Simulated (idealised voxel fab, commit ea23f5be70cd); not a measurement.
The name of this process module is voxel wiring stack.
Xsec cut, 260 nm wide, square cell size 5 nm.
The cross-sections in this document take the form of a grid made of square cells. They are written out as bands, in order from top to bottom. Each band consists of one or more rows of cells. This entry defines a band. It first specifies the height of the band's top and the height of its bottom in nm, and then specifies the band's materials from left to right, stating each material with its width in nm. The word "all across" identifies a single material that fills the band from edge to edge, while the word "air" identifies empty space. Zero point of the height axis is 0; under it, received wafer = one material. Lowest band: continues down indefinitely, "0 and below". So if you see something like "30->40" for the width, read it as the top row of the band sitting at the first number and the bottom row at the second, with every row in between moving by the same amount as the last. "same as before" -> step changed no cross-section cell. The entry titled "Voids, fully enclosed" provides the empty spaces that have no open way to the top, restricted to those of 8 cells or more. Each is presented as width x height at distance, the distance being measured from the left edge, with all three in nm. Where a step's line continues beyond its settings, the continuation is a remark by the simulator itself on that step. overlay nm: on a step with a mask, how far right of its planned place the mask lay; negative means left. Note on reading: below, each pair holds a cross-section from before one process step and one from after it; the one from after shows only down to the lowest band that changed. Beneath the pair, the step in between is stated along with its settings. The pairs can stem from different runs of this module on the same starting wafer. Where a pair's entry headed "Structure before processing" says so, and only there, that pair continues from the pair above it.

Structure before processing
	0 and below | Si all across
	Voids, fully enclosed: none

Cross-Section After Step
	10 down to 0 | SiO2 all across
	Note: structure below 0 unchanged.
	Voids, fully enclosed: none
Step sandwiched between the two cross-sections above: op CONFORMAL_DEP | material SiO2 | thk nm 10

Structure before processing: it's just the after picture from the pair right above this one.

Cross-Section After Step
	15 down to 10 | TiN all across
	Note: structure below 10 unchanged.
	Voids, fully enclosed: none
Step sandwiched between the two cross-sections above: op DIRECTIONAL_DEP | material TiN | thk nm 5

Structure before processing: it's just the after picture from the pair right above this one.

Cross-Section After Step
	40 down to 15 | Ru all across
	Note: structure below 15 unchanged.
	Voids, fully enclosed: none
Step sandwiched between the two cross-sections above: op DIRECTIONAL_DEP | material Ru | thk nm 25

Structure before processing: it's just the after picture from the pair right above this one.

Cross-Section After Step
	50 down to 40 | aC all across
	Note: structure below 40 unchanged.
	Voids, fully enclosed: none
Step sandwiched between the two cross-sections above: op DIRECTIONAL_DEP | material aC | thk nm 10

Structure before processing: it's just the after picture from the pair right above this one.

Cross-Section After Step
	75 down to 50 | air 45  resist 20  air 30  resist 20  air 30  resist 20  air 30  resist 20  air 45
	Note: structure below 50 unchanged.
	Voids, fully enclosed: none
Step sandwiched between the two cross-sections above: op PATTERN | tone cover | mask id METAL_1 | material resist | width nm 20 | pitch nm 50 | thk nm 25 | overlay nm 0

Structure before processing: it's just the after picture from the pair right above this one.

Cross-Section After Step
	65 down to 50 | air 45  resist 20  air 30  resist 20  air 30  resist 20  air 30  resist 20  air 45
	50 down to 40 | air 45  aC 20  air 30  aC 20  air 30  aC 20  air 30  aC 20  air 45
	Note: structure below 40 unchanged.
	Voids, fully enclosed: none
Step sandwiched between the two cross-sections above: op DIRECTIONAL_ETCH | etch materials aC | depth nm 10

Structure before processing: it's just the after picture from the pair right above this one.

Cross-Section After Step
	50 down to 40 | air 45  aC 20  air 30  aC 20  air 30  aC 20  air 30  aC 20  air 45
	Note: structure below 40 unchanged.
	Voids, fully enclosed: none
Step sandwiched between the two cross-sections above: op STRIP | etch materials resist

Structure before processing: it's just the after picture from the pair right above this one.

Cross-Section After Step
	50 down to 40 | air 45  aC 20  air 30  aC 20  air 30  aC 20  air 30  aC 20  air 45
	40 down to 15 | air 45  Ru 20  air 30  Ru 20  air 30  Ru 20  air 30  Ru 20  air 45
	Note: structure below 15 unchanged.
	Voids, fully enclosed: none
Step sandwiched between the two cross-sections above: op DIRECTIONAL_ETCH | etch materials Ru | depth nm 25

Structure before processing: it's just the after picture from the pair right above this one.

Cross-Section After Step
	50 down to 40 | air 45  aC 20  air 30  aC 20  air 30  aC 20  air 30  aC 20  air 45
	40 down to 15 | air 45  Ru 20  air 30  Ru 20  air 30  Ru 20  air 30  Ru 20  air 45
	15 down to 10 | air 45  TiN 20  air 30  TiN 20  air 30  TiN 20  air 30  TiN 20  air 45
	Note: structure below 10 unchanged.
	Voids, fully enclosed: none
Step sandwiched between the two cross-sections above: op DIRECTIONAL_ETCH | etch materials TiN | depth nm 5

Structure before processing: it's just the after picture from the pair right above this one.

Cross-Section After Step
	40 down to 15 | air 45  Ru 20  air 30  Ru 20  air 30  Ru 20  air 30  Ru 20  air 45
	Note: structure below 15 unchanged.
	Voids, fully enclosed: none
Step sandwiched between the two cross-sections above: op STRIP | etch materials aC

Structure before processing: it's just the after picture from the pair right above this one.

Cross-Section After Step
	45 down to 40 | air 40  SiN 30  air 20  SiN 30  air 20  SiN 30  air 20  SiN 30  air 40
	40 down to 15 | air 40  SiN 5  Ru 20  SiN 5  air 20  SiN 5  Ru 20  SiN 5  air 20  SiN 5  Ru 20  SiN 5  air 20  SiN 5  Ru 20  SiN 5  air 40
	15 down to 10 | SiN 45  TiN 20  SiN 30  TiN 20  SiN 30  TiN 20  SiN 30  TiN 20  SiN 45
	Note: structure below 10 unchanged.
	Voids, fully enclosed: none
Step sandwiched between the two cross-sections above: op CONFORMAL_DEP | material SiN | thk nm 5

Structure before processing: it's just the after picture from the pair right above this one.

Cross-Section After Step
	55 down to 45 | lowk all across
	45 down to 40 | lowk 40  SiN 30  lowk 20  SiN 30  lowk 20  SiN 30  lowk 20  SiN 30  lowk 40
	40 down to 15 | lowk 40  SiN 5  Ru 20  SiN 5  lowk 20  SiN 5  Ru 20  SiN 5  lowk 20  SiN 5  Ru 20  SiN 5  lowk 20  SiN 5  Ru 20  SiN 5  lowk 40
	Note: structure below 15 unchanged.
	Voids, fully enclosed: none
Step sandwiched between the two cross-sections above: op FILL_DEP | material lowk | thk nm 10

Structure before processing: it's just the after picture from the pair right above this one.

Cross-Section After Step
	40 down to 15 | lowk 40  SiN 5  Ru 20  SiN 5  lowk 20  SiN 5  Ru 20  SiN 5  lowk 20  SiN 5  Ru 20  SiN 5  lowk 20  SiN 5  Ru 20  SiN 5  lowk 40
	Note: structure below 15 unchanged.
	Voids, fully enclosed: none
Step sandwiched between the two cross-sections above: op CMP | height nm 40

Structure before processing: it's just the after picture from the pair right above this one.

Cross-Section After Step
	45 down to 40 | SiCN all across
	Note: structure below 40 unchanged.
	Voids, fully enclosed: none
Step sandwiched between the two cross-sections above: op CONFORMAL_DEP | material SiCN | thk nm 5

Structure before processing: it's just the after picture from the pair right above this one.

Cross-Section After Step
	70 down to 45 | lowk all across
	Note: structure below 45 unchanged.
	Voids, fully enclosed: none
Step sandwiched between the two cross-sections above: op DIRECTIONAL_DEP | material lowk | thk nm 25

Structure before processing: it's just the after picture from the pair right above this one.

Cross-Section After Step
	70 down to 45 | lowk 45  air 15  lowk 35  air 15  lowk 35  air 15  lowk 35  air 15  lowk 50
	Note: structure below 45 unchanged.
	Voids, fully enclosed: none
Step sandwiched between the two cross-sections above: op MASKED_ETCH | tone open | mask id METAL_2_HOLES | width nm 15 | pitch nm 50 | etch materials lowk | depth nm 25 | overlay nm 0

Structure before processing: it's just the after picture from the pair right above this one.

Cross-Section After Step
	90 down to 70 | resist 45  air 20  resist 30  air 20  resist 30  air 20  resist 30  air 20  resist 45
	Note: structure below 70 unchanged.
	Voids, fully enclosed: none
Step sandwiched between the two cross-sections above: op PATTERN | tone open | mask id METAL_2 | material resist | width nm 20 | pitch nm 50 | thk nm 20 | overlay nm 0

Structure before processing: it's just the after picture from the pair right above this one.

Cross-Section After Step
	90 down to 70 | resist 45  air 20  resist 30  air 20  resist 30  air 20  resist 30  air 20  resist 45
	70 down to 55 | lowk 45  air 20  lowk 30  air 20  lowk 30  air 20  lowk 30  air 20  lowk 45
	Note: structure below 55 unchanged.
	Voids, fully enclosed: none
Step sandwiched between the two cross-sections above: op DIRECTIONAL_ETCH | etch materials lowk | depth nm 15

Structure before processing: it's just the after picture from the pair right above this one.

Cross-Section After Step
	90 down to 70 | resist 45  air 20  resist 30  air 20  resist 30  air 20  resist 30  air 20  resist 45
	70 down to 55 | lowk 45  air 20  lowk 30  air 20  lowk 30  air 20  lowk 30  air 20  lowk 45
	55 down to 45 | lowk 45  air 15  lowk 35  air 15  lowk 35  air 15  lowk 35  air 15  lowk 50
	45 down to 40 | SiCN 45  air 15  SiCN 35  air 15  SiCN 35  air 15  SiCN 35  air 15  SiCN 50
	Note: structure below 40 unchanged.
	Voids, fully enclosed: none
Step sandwiched between the two cross-sections above: op DIRECTIONAL_ETCH | etch materials SiCN | depth nm 5

Structure before processing: it's just the after picture from the pair right above this one.

Cross-Section After Step
	70 down to 55 | lowk 45  air 20  lowk 30  air 20  lowk 30  air 20  lowk 30  air 20  lowk 45
	Note: structure below 55 unchanged.
	Voids, fully enclosed: none
Step sandwiched between the two cross-sections above: op STRIP | etch materials resist

Structure before processing: it's just the after picture from the pair right above this one.

Cross-Section After Step
	75 down to 70 | TiN 50  air 10  TiN 40  air 10  TiN 40  air 10  TiN 40  air 10  TiN 50
	70 down to 60 | lowk 45  TiN 5  air 10  TiN 5  lowk 30  TiN 5  air 10  TiN 5  lowk 30  TiN 5  air 10  TiN 5  lowk 30  TiN 5  air 10  TiN 5  lowk 45
	60 down to 55 | lowk 45  TiN 5  air 5  TiN 10  lowk 30  TiN 5  air 5  TiN 10  lowk 30  TiN 5  air 5  TiN 10  lowk 30  TiN 5  air 5  TiN 10  lowk 45
	55 down to 45 | lowk 45  TiN 5  air 5  TiN 5  lowk 35  TiN 5  air 5  TiN 5  lowk 35  TiN 5  air 5  TiN 5  lowk 35  TiN 5  air 5  TiN 5  lowk 50
	45 down to 40 | SiCN 45  TiN 15  SiCN 35  TiN 15  SiCN 35  TiN 15  SiCN 35  TiN 15  SiCN 50
	Note: structure below 40 unchanged.
	Voids, fully enclosed: none
Step sandwiched between the two cross-sections above: op CONFORMAL_DEP | material TiN | thk nm 5

Structure before processing: it's just the after picture from the pair right above this one.

Cross-Section After Step
	80 down to 75 | Ru all across
	75 down to 70 | TiN 50  Ru 10  TiN 40  Ru 10  TiN 40  Ru 10  TiN 40  Ru 10  TiN 50
	70 down to 60 | lowk 45  TiN 5  Ru 10  TiN 5  lowk 30  TiN 5  Ru 10  TiN 5  lowk 30  TiN 5  Ru 10  TiN 5  lowk 30  TiN 5  Ru 10  TiN 5  lowk 45
	60 down to 55 | lowk 45  TiN 5  Ru 5  TiN 10  lowk 30  TiN 5  Ru 5  TiN 10  lowk 30  TiN 5  Ru 5  TiN 10  lowk 30  TiN 5  Ru 5  TiN 10  lowk 45
	55 down to 45 | lowk 45  TiN 5  Ru 5  TiN 5  lowk 35  TiN 5  Ru 5  TiN 5  lowk 35  TiN 5  Ru 5  TiN 5  lowk 35  TiN 5  Ru 5  TiN 5  lowk 50
	Note: structure below 45 unchanged.
	Voids, fully enclosed: none
Step sandwiched between the two cross-sections above: op FILL_DEP | material Ru | thk nm 5

Structure before processing: it's just the after picture from the pair right above this one.

Cross-Section After Step
	70 down to 60 | lowk 45  TiN 5  Ru 10  TiN 5  lowk 30  TiN 5  Ru 10  TiN 5  lowk 30  TiN 5  Ru 10  TiN 5  lowk 30  TiN 5  Ru 10  TiN 5  lowk 45
	Note: structure below 60 unchanged.
	Voids, fully enclosed: none
Step sandwiched between the two cross-sections above: op CMP | height nm 70

Structure before processing: it's just the after picture from the pair right above this one.

Cross-Section After Step
	75 down to 70 | SiCN all across
	Note: structure below 70 unchanged.
	Voids, fully enclosed: none
Step sandwiched between the two cross-sections above: op CONFORMAL_DEP | material SiCN | thk nm 5

Structure before processing: it's just the after picture from the pair right above this one.

Cross-Section After Step
	110 down to 75 | lowk all across
	Note: structure below 75 unchanged.
	Voids, fully enclosed: none
Step sandwiched between the two cross-sections above: op DIRECTIONAL_DEP | material lowk | thk nm 35

Structure before processing: it's just the after picture from the pair right above this one.

Cross-Section After Step
	130 down to 110 | resist 45  air 20  resist 30  air 20  resist 30  air 20  resist 30  air 20  resist 45
	Note: structure below 110 unchanged.
	Voids, fully enclosed: none
Step sandwiched between the two cross-sections above: op PATTERN | tone open | mask id METAL_3 | material resist | width nm 20 | pitch nm 50 | thk nm 20 | overlay nm 0

Structure before processing: it's just the after picture from the pair right above this one.

Cross-Section After Step
	130 down to 110 | resist 45  air 20  resist 30  air 20  resist 30  air 20  resist 30  air 20  resist 45
	110 down to 90 | lowk 45  air 20  lowk 30  air 20  lowk 30  air 20  lowk 30  air 20  lowk 45
	Note: structure below 90 unchanged.
	Voids, fully enclosed: none
Step sandwiched between the two cross-sections above: op DIRECTIONAL_ETCH | etch materials lowk | depth nm 20

Structure before processing: it's just the after picture from the pair right above this one.

Cross-Section After Step
	110 down to 90 | lowk 45  air 20  lowk 30  air 20  lowk 30  air 20  lowk 30  air 20  lowk 45
	Note: structure below 90 unchanged.
	Voids, fully enclosed: none
Step sandwiched between the two cross-sections above: op STRIP | etch materials resist

Structure before processing: it's just the after picture from the pair right above this one.

Cross-Section After Step
	110 down to 90 | lowk 45  air 20  lowk 30  air 20  lowk 30  air 20  lowk 30  air 20  lowk 45
	90 down to 75 | lowk 45  air 15  lowk 35  air 15  lowk 35  air 15  lowk 35  air 15  lowk 50
	Note: structure below 75 unchanged.
	Voids, fully enclosed: none
Step sandwiched between the two cross-sections above: op MASKED_ETCH | tone open | mask id METAL_3_HOLES | width nm 15 | pitch nm 50 | etch materials lowk | depth nm 15 | overlay nm 0

Structure before processing: it's just the after picture from the pair right above this one.

Cross-Section After Step
	110 down to 90 | lowk 45  air 20  lowk 30  air 20  lowk 30  air 20  lowk 30  air 20  lowk 45
	90 down to 75 | lowk 45  air 15  lowk 35  air 15  lowk 35  air 15  lowk 35  air 15  lowk 50
	75 down to 70 | SiCN 45  air 15  SiCN 35  air 15  SiCN 35  air 15  SiCN 35  air 15  SiCN 50
	Note: structure below 70 unchanged.
	Voids, fully enclosed: none
Step sandwiched between the two cross-sections above: op MASKED_ETCH | tone open | mask id METAL_3_HOLES | width nm 15 | pitch nm 50 | etch materials SiCN | depth nm 5 | overlay nm 0

Structure before processing: it's just the after picture from the pair right above this one.

Cross-Section After Step
	115 down to 110 | TiN 50  air 10  TiN 40  air 10  TiN 40  air 10  TiN 40  air 10  TiN 50
	110 down to 95 | lowk 45  TiN 5  air 10  TiN 5  lowk 30  TiN 5  air 10  TiN 5  lowk 30  TiN 5  air 10  TiN 5  lowk 30  TiN 5  air 10  TiN 5  lowk 45
	95 down to 90 | lowk 45  TiN 5  air 5  TiN 10  lowk 30  TiN 5  air 5  TiN 10  lowk 30  TiN 5  air 5  TiN 10  lowk 30  TiN 5  air 5  TiN 10  lowk 45
	90 down to 75 | lowk 45  TiN 5  air 5  TiN 5  lowk 35  TiN 5  air 5  TiN 5  lowk 35  TiN 5  air 5  TiN 5  lowk 35  TiN 5  air 5  TiN 5  lowk 50
	75 down to 70 | SiCN 45  TiN 15  SiCN 35  TiN 15  SiCN 35  TiN 15  SiCN 35  TiN 15  SiCN 50
	Note: structure below 70 unchanged.
	Voids, fully enclosed: none
Step sandwiched between the two cross-sections above: op CONFORMAL_DEP | material TiN | thk nm 5

Structure before processing: it's just the after picture from the pair right above this one.

Cross-Section After Step
	120 down to 115 | Cu all across
	115 down to 110 | TiN 50  Cu 10  TiN 40  Cu 10  TiN 40  Cu 10  TiN 40  Cu 10  TiN 50
	110 down to 95 | lowk 45  TiN 5  Cu 10  TiN 5  lowk 30  TiN 5  Cu 10  TiN 5  lowk 30  TiN 5  Cu 10  TiN 5  lowk 30  TiN 5  Cu 10  TiN 5  lowk 45
	95 down to 90 | lowk 45  TiN 5  Cu 5  TiN 10  lowk 30  TiN 5  Cu 5  TiN 10  lowk 30  TiN 5  Cu 5  TiN 10  lowk 30  TiN 5  Cu 5  TiN 10  lowk 45
	90 down to 75 | lowk 45  TiN 5  Cu 5  TiN 5  lowk 35  TiN 5  Cu 5  TiN 5  lowk 35  TiN 5  Cu 5  TiN 5  lowk 35  TiN 5  Cu 5  TiN 5  lowk 50
	Note: structure below 75 unchanged.
	Voids, fully enclosed: none
Step sandwiched between the two cross-sections above: op FILL_DEP | material Cu | thk nm 5

Structure before processing: it's just the after picture from the pair right above this one.

Cross-Section After Step
	110 down to 95 | lowk 45  TiN 5  Cu 10  TiN 5  lowk 30  TiN 5  Cu 10  TiN 5  lowk 30  TiN 5  Cu 10  TiN 5  lowk 30  TiN 5  Cu 10  TiN 5  lowk 45
	Note: structure below 95 unchanged.
	Voids, fully enclosed: none
Step sandwiched between the two cross-sections above: op CMP | height nm 110

Structure before processing: it's just the after picture from the pair right above this one.

Cross-Section After Step
	115 down to 110 | SiCN all across
	Note: structure below 110 unchanged.
	Voids, fully enclosed: none
Step sandwiched between the two cross-sections above: op CONFORMAL_DEP | material SiCN | thk nm 5

Structure before processing
	55 down to 45 | lowk all across
	45 down to 40 | lowk 40  SiN 30  lowk 20  SiN 30  lowk 20  SiN 30  lowk 20  SiN 30  lowk 40
	40 down to 15 | lowk 40  SiN 5  Ru 20  SiN 5  lowk 20  SiN 5  Ru 20  SiN 5  lowk 20  SiN 5  Ru 20  SiN 5  lowk 20  SiN 5  Ru 20  SiN 5  lowk 40
	15 down to 10 | SiN 45  TiN 20  SiN 30  TiN 20  SiN 30  TiN 20  SiN 30  TiN 20  SiN 45
	10 down to 0 | SiO2 all across
	0 and below | Si all across
	Voids, fully enclosed: none

Cross-Section After Step
	60 down to 55 | SiCN all across
	Note: structure below 55 unchanged.
	Voids, fully enclosed: none
Step sandwiched between the two cross-sections above: op CONFORMAL_DEP | material SiCN | thk nm 5

Structure before processing: it's just the after picture from the pair right above this one.

Cross-Section After Step
	85 down to 60 | lowk all across
	Note: structure below 60 unchanged.
	Voids, fully enclosed: none
Step sandwiched between the two cross-sections above: op DIRECTIONAL_DEP | material lowk | thk nm 25

Structure before processing: it's just the after picture from the pair right above this one.

Cross-Section After Step
	85 down to 60 | lowk 45  air 15  lowk 35  air 15  lowk 35  air 15  lowk 35  air 15  lowk 50
	Note: structure below 60 unchanged.
	Voids, fully enclosed: none
Step sandwiched between the two cross-sections above: op MASKED_ETCH | tone open | mask id METAL_2_HOLES | width nm 15 | pitch nm 50 | etch materials lowk | depth nm 25 | overlay nm 0

Structure before processing: it's just the after picture from the pair right above this one.

Cross-Section After Step
	105 down to 85 | resist 45  air 20  resist 30  air 20  resist 30  air 20  resist 30  air 20  resist 45
	Note: structure below 85 unchanged.
	Voids, fully enclosed: none
Step sandwiched between the two cross-sections above: op PATTERN | tone open | mask id METAL_2 | material resist | width nm 20 | pitch nm 50 | thk nm 20 | overlay nm 0

Structure before processing: it's just the after picture from the pair right above this one.

Cross-Section After Step
	105 down to 85 | resist 45  air 20  resist 30  air 20  resist 30  air 20  resist 30  air 20  resist 45
	85 down to 70 | lowk 45  air 20  lowk 30  air 20  lowk 30  air 20  lowk 30  air 20  lowk 45
	Note: structure below 70 unchanged.
	Voids, fully enclosed: none
Step sandwiched between the two cross-sections above: op DIRECTIONAL_ETCH | etch materials lowk | depth nm 15

Structure before processing: it's just the after picture from the pair right above this one.

Cross-Section After Step
	105 down to 85 | resist 45  air 20  resist 30  air 20  resist 30  air 20  resist 30  air 20  resist 45
	85 down to 70 | lowk 45  air 20  lowk 30  air 20  lowk 30  air 20  lowk 30  air 20  lowk 45
	70 down to 60 | lowk 45  air 15  lowk 35  air 15  lowk 35  air 15  lowk 35  air 15  lowk 50
	60 down to 55 | SiCN 45  air 15  SiCN 35  air 15  SiCN 35  air 15  SiCN 35  air 15  SiCN 50
	Note: structure below 55 unchanged.
	Voids, fully enclosed: none
Step sandwiched between the two cross-sections above: op DIRECTIONAL_ETCH | etch materials SiCN | depth nm 5

Structure before processing: it's just the after picture from the pair right above this one.

Cross-Section After Step
	85 down to 70 | lowk 45  air 20  lowk 30  air 20  lowk 30  air 20  lowk 30  air 20  lowk 45
	Note: structure below 70 unchanged.
	Voids, fully enclosed: none
Step sandwiched between the two cross-sections above: op STRIP | etch materials resist

Structure before processing: it's just the after picture from the pair right above this one.

Cross-Section After Step
	90 down to 85 | TiN 50  air 10  TiN 40  air 10  TiN 40  air 10  TiN 40  air 10  TiN 50
	85 down to 75 | lowk 45  TiN 5  air 10  TiN 5  lowk 30  TiN 5  air 10  TiN 5  lowk 30  TiN 5  air 10  TiN 5  lowk 30  TiN 5  air 10  TiN 5  lowk 45
	75 down to 70 | lowk 45  TiN 5  air 5  TiN 10  lowk 30  TiN 5  air 5  TiN 10  lowk 30  TiN 5  air 5  TiN 10  lowk 30  TiN 5  air 5  TiN 10  lowk 45
	70 down to 60 | lowk 45  TiN 5  air 5  TiN 5  lowk 35  TiN 5  air 5  TiN 5  lowk 35  TiN 5  air 5  TiN 5  lowk 35  TiN 5  air 5  TiN 5  lowk 50
	60 down to 55 | SiCN 45  TiN 15  SiCN 35  TiN 15  SiCN 35  TiN 15  SiCN 35  TiN 15  SiCN 50
	Note: structure below 55 unchanged.
	Voids, fully enclosed: none
Step sandwiched between the two cross-sections above: op CONFORMAL_DEP | material TiN | thk nm 5

Structure before processing: it's just the after picture from the pair right above this one.

Cross-Section After Step
	95 down to 90 | Ru all across
	90 down to 85 | TiN 50  Ru 10  TiN 40  Ru 10  TiN 40  Ru 10  TiN 40  Ru 10  TiN 50
	85 down to 75 | lowk 45  TiN 5  Ru 10  TiN 5  lowk 30  TiN 5  Ru 10  TiN 5  lowk 30  TiN 5  Ru 10  TiN 5  lowk 30  TiN 5  Ru 10  TiN 5  lowk 45
	75 down to 70 | lowk 45  TiN 5  Ru 5  TiN 10  lowk 30  TiN 5  Ru 5  TiN 10  lowk 30  TiN 5  Ru 5  TiN 10  lowk 30  TiN 5  Ru 5  TiN 10  lowk 45
	70 down to 60 | lowk 45  TiN 5  Ru 5  TiN 5  lowk 35  TiN 5  Ru 5  TiN 5  lowk 35  TiN 5  Ru 5  TiN 5  lowk 35  TiN 5  Ru 5  TiN 5  lowk 50
	Note: structure below 60 unchanged.
	Voids, fully enclosed: none
Step sandwiched between the two cross-sections above: op FILL_DEP | material Ru | thk nm 5

Structure before processing: it's just the after picture from the pair right above this one.

Cross-Section After Step
	70 down to 60 | lowk 45  TiN 5  Ru 5  TiN 5  lowk 35  TiN 5  Ru 5  TiN 5  lowk 35  TiN 5  Ru 5  TiN 5  lowk 35  TiN 5  Ru 5  TiN 5  lowk 50
	Note: structure below 60 unchanged.
	Voids, fully enclosed: none
Step sandwiched between the two cross-sections above: op CMP | height nm 70

Structure before processing: it's just the after picture from the pair right above this one.

Cross-Section After Step
	75 down to 70 | SiCN all across
	Note: structure below 70 unchanged.
	Voids, fully enclosed: none
Step sandwiched between the two cross-sections above: op CONFORMAL_DEP | material SiCN | thk nm 5

Structure before processing: it's just the after picture from the pair right above this one.

Cross-Section After Step
	110 down to 75 | lowk all across
	Note: structure below 75 unchanged.
	Voids, fully enclosed: none
Step sandwiched between the two cross-sections above: op DIRECTIONAL_DEP | material lowk | thk nm 35

Structure before processing: it's just the after picture from the pair right above this one.

Cross-Section After Step
	130 down to 110 | resist 45  air 20  resist 30  air 20  resist 30  air 20  resist 30  air 20  resist 45
	Note: structure below 110 unchanged.
	Voids, fully enclosed: none
Step sandwiched between the two cross-sections above: op PATTERN | tone open | mask id METAL_3 | material resist | width nm 20 | pitch nm 50 | thk nm 20 | overlay nm 0

Structure before processing: it's just the after picture from the pair right above this one.

Cross-Section After Step
	130 down to 110 | resist 45  air 20  resist 30  air 20  resist 30  air 20  resist 30  air 20  resist 45
	110 down to 90 | lowk 45  air 20  lowk 30  air 20  lowk 30  air 20  lowk 30  air 20  lowk 45
	Note: structure below 90 unchanged.
	Voids, fully enclosed: none
Step sandwiched between the two cross-sections above: op DIRECTIONAL_ETCH | etch materials lowk | depth nm 20

Structure before processing: it's just the after picture from the pair right above this one.

Cross-Section After Step
	110 down to 90 | lowk 45  air 20  lowk 30  air 20  lowk 30  air 20  lowk 30  air 20  lowk 45
	Note: structure below 90 unchanged.
	Voids, fully enclosed: none
Step sandwiched between the two cross-sections above: op STRIP | etch materials resist

Structure before processing: it's just the after picture from the pair right above this one.

Cross-Section After Step
	110 down to 90 | lowk 45  air 20  lowk 30  air 20  lowk 30  air 20  lowk 30  air 20  lowk 45
	90 down to 75 | lowk 45  air 15  lowk 35  air 15  lowk 35  air 15  lowk 35  air 15  lowk 50
	Note: structure below 75 unchanged.
	Voids, fully enclosed: none
Step sandwiched between the two cross-sections above: op MASKED_ETCH | tone open | mask id METAL_3_HOLES | width nm 15 | pitch nm 50 | etch materials lowk | depth nm 15 | overlay nm 0

Structure before processing: it's just the after picture from the pair right above this one.

Cross-Section After Step
	110 down to 90 | lowk 45  air 20  lowk 30  air 20  lowk 30  air 20  lowk 30  air 20  lowk 45
	90 down to 75 | lowk 45  air 15  lowk 35  air 15  lowk 35  air 15  lowk 35  air 15  lowk 50
	75 down to 70 | SiCN 45  air 15  SiCN 35  air 15  SiCN 35  air 15  SiCN 35  air 15  SiCN 50
	Note: structure below 70 unchanged.
	Voids, fully enclosed: none
Step sandwiched between the two cross-sections above: op MASKED_ETCH | tone open | mask id METAL_3_HOLES | width nm 15 | pitch nm 50 | etch materials SiCN | depth nm 5 | overlay nm 0

Structure before processing: it's just the after picture from the pair right above this one.

Cross-Section After Step
	115 down to 110 | TiN 50  air 10  TiN 40  air 10  TiN 40  air 10  TiN 40  air 10  TiN 50
	110 down to 95 | lowk 45  TiN 5  air 10  TiN 5  lowk 30  TiN 5  air 10  TiN 5  lowk 30  TiN 5  air 10  TiN 5  lowk 30  TiN 5  air 10  TiN 5  lowk 45
	95 down to 90 | lowk 45  TiN 5  air 5  TiN 10  lowk 30  TiN 5  air 5  TiN 10  lowk 30  TiN 5  air 5  TiN 10  lowk 30  TiN 5  air 5  TiN 10  lowk 45
	90 down to 75 | lowk 45  TiN 5  air 5  TiN 5  lowk 35  TiN 5  air 5  TiN 5  lowk 35  TiN 5  air 5  TiN 5  lowk 35  TiN 5  air 5  TiN 5  lowk 50
	75 down to 70 | SiCN 45  TiN 15  SiCN 35  TiN 15  SiCN 35  TiN 15  SiCN 35  TiN 15  SiCN 50
	Note: structure below 70 unchanged.
	Voids, fully enclosed: none
Step sandwiched between the two cross-sections above: op CONFORMAL_DEP | material TiN | thk nm 5

Structure before processing: it's just the after picture from the pair right above this one.

Cross-Section After Step
	120 down to 115 | Cu all across
	115 down to 110 | TiN 50  Cu 10  TiN 40  Cu 10  TiN 40  Cu 10  TiN 40  Cu 10  TiN 50
	110 down to 95 | lowk 45  TiN 5  Cu 10  TiN 5  lowk 30  TiN 5  Cu 10  TiN 5  lowk 30  TiN 5  Cu 10  TiN 5  lowk 30  TiN 5  Cu 10  TiN 5  lowk 45
	95 down to 90 | lowk 45  TiN 5  Cu 5  TiN 10  lowk 30  TiN 5  Cu 5  TiN 10  lowk 30  TiN 5  Cu 5  TiN 10  lowk 30  TiN 5  Cu 5  TiN 10  lowk 45
	90 down to 75 | lowk 45  TiN 5  Cu 5  TiN 5  lowk 35  TiN 5  Cu 5  TiN 5  lowk 35  TiN 5  Cu 5  TiN 5  lowk 35  TiN 5  Cu 5  TiN 5  lowk 50
	Note: structure below 75 unchanged.
	Voids, fully enclosed: none
Step sandwiched between the two cross-sections above: op FILL_DEP | material Cu | thk nm 5

Structure before processing: it's just the after picture from the pair right above this one.

Cross-Section After Step
	110 down to 95 | lowk 45  TiN 5  Cu 10  TiN 5  lowk 30  TiN 5  Cu 10  TiN 5  lowk 30  TiN 5  Cu 10  TiN 5  lowk 30  TiN 5  Cu 10  TiN 5  lowk 45
	Note: structure below 95 unchanged.
	Voids, fully enclosed: none
Step sandwiched between the two cross-sections above: op CMP | height nm 110

Structure before processing: it's just the after picture from the pair right above this one.

Cross-Section After Step
	115 down to 110 | SiCN all across
	Note: structure below 110 unchanged.
	Voids, fully enclosed: none
Step sandwiched between the two cross-sections above: op CONFORMAL_DEP | material SiCN | thk nm 5

Structure before processing
	70 down to 45 | lowk all across
	45 down to 40 | SiCN all across
	40 down to 15 | lowk 40  SiN 5  Ru 20  SiN 5  lowk 20  SiN 5  Ru 20  SiN 5  lowk 20  SiN 5  Ru 20  SiN 5  lowk 20  SiN 5  Ru 20  SiN 5  lowk 40
	15 down to 10 | SiN 45  TiN 20  SiN 30  TiN 20  SiN 30  TiN 20  SiN 30  TiN 20  SiN 45
	10 down to 0 | SiO2 all across
	0 and below | Si all across
	Voids, fully enclosed: none

Cross-Section After Step
	95 down to 45 | lowk all across
	Note: structure below 45 unchanged.
	Voids, fully enclosed: none
Step sandwiched between the two cross-sections above: op DIRECTIONAL_DEP | material lowk | thk nm 25

Structure before processing: it's just the after picture from the pair right above this one.

Cross-Section After Step
	95 down to 70 | lowk 45  air 15  lowk 35  air 15  lowk 35  air 15  lowk 35  air 15  lowk 50
	Note: structure below 70 unchanged.
	Voids, fully enclosed: none
Step sandwiched between the two cross-sections above: op MASKED_ETCH | tone open | mask id METAL_2_HOLES | width nm 15 | pitch nm 50 | etch materials lowk | depth nm 25 | overlay nm 0

Structure before processing: it's just the after picture from the pair right above this one.

Cross-Section After Step
	115 down to 95 | resist 45  air 20  resist 30  air 20  resist 30  air 20  resist 30  air 20  resist 45
	Note: structure below 95 unchanged.
	Voids, fully enclosed: none
Step sandwiched between the two cross-sections above: op PATTERN | tone open | mask id METAL_2 | material resist | width nm 20 | pitch nm 50 | thk nm 20 | overlay nm 0

Structure before processing: it's just the after picture from the pair right above this one.

Cross-Section After Step
	115 down to 95 | resist 45  air 20  resist 30  air 20  resist 30  air 20  resist 30  air 20  resist 45
	95 down to 80 | lowk 45  air 20  lowk 30  air 20  lowk 30  air 20  lowk 30  air 20  lowk 45
	80 down to 55 | lowk 45  air 15  lowk 35  air 15  lowk 35  air 15  lowk 35  air 15  lowk 50
	Note: structure below 55 unchanged.
	Voids, fully enclosed: none
Step sandwiched between the two cross-sections above: op DIRECTIONAL_ETCH | etch materials lowk | depth nm 15
